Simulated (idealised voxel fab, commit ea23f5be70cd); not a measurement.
process module | voxel tone inversion
Section shown: cut. Width: 200 nm. Cell size: 5 nm, square.
Format of a cross-section: grid, square cells. Given as bands. Order: top down. Band: one or more rows of cells. Each band's line starts with the height of the band's top and of its bottom, in nm. Then come its materials from left to right, each with its width in nm. One material with "throughout" fills the band from edge to edge. "empty" is empty space. Ref level 0: as-received wafer is one material below here. Bottom band extends down with no lower bound ("z 0 and below"). So if you see something like "30->40" for the width, read it as the top row of the band sitting at the first number and the bottom row at the second, with every row in between moving by the same amount as the last. Where a step carries "no change occurred", the cross-section came out of it unchanged, cell for cell. In the "Enclosed internal voids" entry, you get each enclosed empty space of 8 cells or more, one with no open way to the top, written width x height at distance, distance from the left edge, in nm. Note: text after step settings on the step line = simulator remark on that step. You can add "overlay nm" to a step's line. For a step with a mask, it describes how far the mask lay to the right of its planned position, and a negative number describes a lay to the left.
-- Process steps - plan
1 RECEIVE with material Si
2 CONFORMAL_DEP with material SiN, thk nm 5
3 DIRECTIONAL_DEP with material aC, thk nm 20
4 PATTERN with tone cover, mask id POSTS, material resist, width nm 25, pitch nm 40, thk nm 30, overlay nm 0
5 DIRECTIONAL_ETCH with etch materials aC, depth nm 20
6 STRIP with etch materials resist
7 FILL_DEP with material lowk, thk nm 10
8 CMP with height nm 25
9 STRIP with etch materials aC
10 CONFORMAL_DEP with material TiN, thk nm 5
11 FILL_DEP with material Cu, thk nm 10
12 CMP with height nm 25
13 CONFORMAL_DEP with material SiN, thk nm 5
-- The cross-section here shows the wafer as received, i.e. in its state after step 1
  z 0 and below = Si throughout
  Enclosed internal voids: none
-- Same starting wafer, same plan as above, one mistake in the execution; this is the cross-section at the end of the module
  z 30 to 25 = SiN throughout
  z 25 to 20 = lowk throughout
  z 20 to 5 = lowk 45  aC 25  lowk 15  aC 25  lowk 15  aC 25  lowk 50
  z 5 to 0 = SiN throughout
  z 0 and below = Si throughout
  Enclosed internal voids: none
Error vs. plan: so step 3 ended up running with a different setting than we planned, it ran as DIRECTIONAL_DEP with material aC, thk nm 15
